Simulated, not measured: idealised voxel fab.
process module | voxel wiring stack
cross-section cut | 260 nm wide | cells 5 nm
A cross-section is a grid of square cells, given in bands from the top down. A band is one or more rows of cells.
Each band's line starts with the height of the band's top and of its bottom, in nm. Then come its materials from left to right, each with its width in nm. One material with "throughout" fills the band from edge to edge. "air" is empty space.
Height 0 is the level under which the wafer as received is all one material. The lowest band goes on downwards, as in "0 down".
A width such as "30 to 40" changes by the same amount from each row of cells to the next, from the band's top row to its bottom row.
"no change" after a step means that no cell of the cross-section changed.
closed voids: empty space of 8 cells or more with no open way to the top, each as width x height at its distance from the left edge, in nm
after a step's settings: what the simulator itself notes on the step
overlay nm, on a step with a mask: how far to the right of its planned place the mask lay; to the left if negative
plan
1 op RECEIVE | material Si
2 op CONFORMAL_DEP | material SiO2 | thk nm 10
3 op DIRECTIONAL_DEP | material TiN | thk nm 5
4 op DIRECTIONAL_DEP | material Ru | thk nm 25
5 op DIRECTIONAL_DEP | material aC | thk nm 10
6 op PATTERN | tone cover | mask id METAL_1 | material resist | width nm 20 | pitch nm 50 | thk nm 25 | overlay nm 0
7 op DIRECTIONAL_ETCH | etch materials aC | depth nm 10
8 op STRIP | etch materials resist
9 op DIRECTIONAL_ETCH | etch materials Ru | depth nm 25
10 op DIRECTIONAL_ETCH | etch materials TiN | depth nm 5
11 op STRIP | etch materials aC
12 op CONFORMAL_DEP | material SiN | thk nm 5
13 op FILL_DEP | material lowk | thk nm 10
14 op CMP | height nm 40
15 op CONFORMAL_DEP | material SiCN | thk nm 5
16 op DIRECTIONAL_DEP | material lowk | thk nm 25
17 op MASKED_ETCH | tone open | mask id METAL_2_HOLES | width nm 15 | pitch nm 50 | etch materials lowk | depth nm 25 | overlay nm 0
18 op PATTERN | tone open | mask id METAL_2 | material resist | width nm 20 | pitch nm 50 | thk nm 20 | overlay nm 0
19 op DIRECTIONAL_ETCH | etch materials lowk | depth nm 15
20 op DIRECTIONAL_ETCH | etch materials SiCN | depth nm 5
21 op STRIP | etch materials resist
22 op CONFORMAL_DEP | material TiN | thk nm 5
23 op FILL_DEP | material Ru | thk nm 5
24 op CMP | height nm 70
25 op CONFORMAL_DEP | material SiCN | thk nm 5
26 op DIRECTIONAL_DEP | material lowk | thk nm 35
27 op PATTERN | tone open | mask id METAL_3 | material resist | width nm 20 | pitch nm 50 | thk nm 20 | overlay nm 0
28 op DIRECTIONAL_ETCH | etch materials lowk | depth nm 20
29 op STRIP | etch materials resist
30 op MASKED_ETCH | tone open | mask id METAL_3_HOLES | width nm 15 | pitch nm 50 | etch materials lowk | depth nm 15 | overlay nm 0
31 op MASKED_ETCH | tone open | mask id METAL_3_HOLES | width nm 15 | pitch nm 50 | etch materials SiCN | depth nm 5 | overlay nm 0
32 op CONFORMAL_DEP | material TiN | thk nm 5
33 op FILL_DEP | material Cu | thk nm 5
34 op CMP | height nm 110
35 op CONFORMAL_DEP | material SiCN | thk nm 5
as received, after step 1
  0 down: Si throughout
  closed voids: none
first wafer at the end, as planned
  115 to 110: SiCN throughout
  110 to 95: lowk 45 | TiN 5 | Cu 10 | TiN 5 | lowk 30 | TiN 5 | Cu 10 | TiN 5 | lowk 30 | TiN 5 | Cu 10 | TiN 5 | lowk 30 | TiN 5 | Cu 10 | TiN 5 | lowk 45
  95 to 90: lowk 45 | TiN 5 | Cu 5 | TiN 10 | lowk 30 | TiN 5 | Cu 5 | TiN 10 | lowk 30 | TiN 5 | Cu 5 | TiN 10 | lowk 30 | TiN 5 | Cu 5 | TiN 10 | lowk 45
  90 to 75: lowk 45 | TiN 5 | Cu 5 | TiN 5 | lowk 35 | TiN 5 | Cu 5 | TiN 5 | lowk 35 | TiN 5 | Cu 5 | TiN 5 | lowk 35 | TiN 5 | Cu 5 | TiN 5 | lowk 50
  75 to 70: SiCN 45 | TiN 15 | SiCN 35 | TiN 15 | SiCN 35 | TiN 15 | SiCN 35 | TiN 15 | SiCN 50
  70 to 60: lowk 45 | TiN 5 | Ru 10 | TiN 5 | lowk 30 | TiN 5 | Ru 10 | TiN 5 | lowk 30 | TiN 5 | Ru 10 | TiN 5 | lowk 30 | TiN 5 | Ru 10 | TiN 5 | lowk 45
  60 to 55: lowk 45 | TiN 5 | Ru 5 | TiN 10 | lowk 30 | TiN 5 | Ru 5 | TiN 10 | lowk 30 | TiN 5 | Ru 5 | TiN 10 | lowk 30 | TiN 5 | Ru 5 | TiN 10 | lowk 45
  55 to 45: lowk 45 | TiN 5 | Ru 5 | TiN 5 | lowk 35 | TiN 5 | Ru 5 | TiN 5 | lowk 35 | TiN 5 | Ru 5 | TiN 5 | lowk 35 | TiN 5 | Ru 5 | TiN 5 | lowk 50
  45 to 40: SiCN 45 | TiN 15 | SiCN 35 | TiN 15 | SiCN 35 | TiN 15 | SiCN 35 | TiN 15 | SiCN 50
  40 to 15: lowk 40 | SiN 5 | Ru 20 | SiN 5 | lowk 20 | SiN 5 | Ru 20 | SiN 5 | lowk 20 | SiN 5 | Ru 20 | SiN 5 | lowk 20 | SiN 5 | Ru 20 | SiN 5 | lowk 40
  15 to 10: SiN 45 | TiN 20 | SiN 30 | TiN 20 | SiN 30 | TiN 20 | SiN 30 | TiN 20 | SiN 45
  10 to 0: SiO2 throughout
  0 down: Si throughout
  closed voids: none
second wafer at the end: like start, like plan, one mistake
  115 to 110: SiCN throughout
  110 to 95: lowk 45 | TiN 5 | Cu 10 | TiN 5 | lowk 30 | TiN 5 | Cu 10 | TiN 5 | lowk 30 | TiN 5 | Cu 10 | TiN 5 | lowk 30 | TiN 5 | Cu 10 | TiN 5 | lowk 45
  95 to 90: lowk 45 | TiN 5 | Cu 5 | TiN 10 | lowk 30 | TiN 5 | Cu 5 | TiN 10 | lowk 30 | TiN 5 | Cu 5 | TiN 10 | lowk 30 | TiN 5 | Cu 5 | TiN 10 | lowk 45
  90 to 75: lowk 45 | TiN 5 | Cu 5 | TiN 5 | lowk 35 | TiN 5 | Cu 5 | TiN 5 | lowk 35 | TiN 5 | Cu 5 | TiN 5 | lowk 35 | TiN 5 | Cu 5 | TiN 5 | lowk 50
  75 to 70: SiCN 45 | TiN 15 | SiCN 35 | TiN 15 | SiCN 35 | TiN 15 | SiCN 35 | TiN 15 | SiCN 50
  70 to 60: lowk 45 | TiN 5 | Ru 10 | TiN 5 | lowk 30 | TiN 5 | Ru 10 | TiN 5 | lowk 30 | TiN 5 | Ru 10 | TiN 5 | lowk 30 | TiN 5 | Ru 10 | TiN 5 | lowk 45
  60 to 55: lowk 45 | TiN 5 | Ru 5 | TiN 10 | lowk 30 | TiN 5 | Ru 5 | TiN 10 | lowk 30 | TiN 5 | Ru 5 | TiN 10 | lowk 30 | TiN 5 | Ru 5 | TiN 10 | lowk 45
  55 to 45: lowk 45 | TiN 5 | Ru 5 | TiN 5 | lowk 35 | TiN 5 | Ru 5 | TiN 5 | lowk 35 | TiN 5 | Ru 5 | TiN 5 | lowk 35 | TiN 5 | Ru 5 | TiN 5 | lowk 50
  45 to 40: SiCN 45 | TiN 15 | SiCN 35 | TiN 15 | SiCN 35 | TiN 15 | SiCN 35 | TiN 15 | SiCN 50
  40 to 20: lowk 40 | SiN 5 | Ru 20 | SiN 5 | lowk 20 | SiN 5 | Ru 20 | SiN 5 | lowk 20 | SiN 5 | Ru 20 | SiN 5 | lowk 20 | SiN 5 | Ru 20 | SiN 5 | lowk 40
  20 to 15: SiN 45 | TiN 20 | SiN 30 | TiN 20 | SiN 30 | TiN 20 | SiN 30 | TiN 20 | SiN 45
  15 to 0: SiO2 throughout
  0 down: Si throughout
  closed voids: none
what went wrong: step 2 ran as: op CONFORMAL_DEP | material SiO2 | thk nm 15
at the end the second wafer has, in cells: 16 fewer of Ru | 8 fewer of SiN | 52 more of SiO2 | 28 fewer of lowk
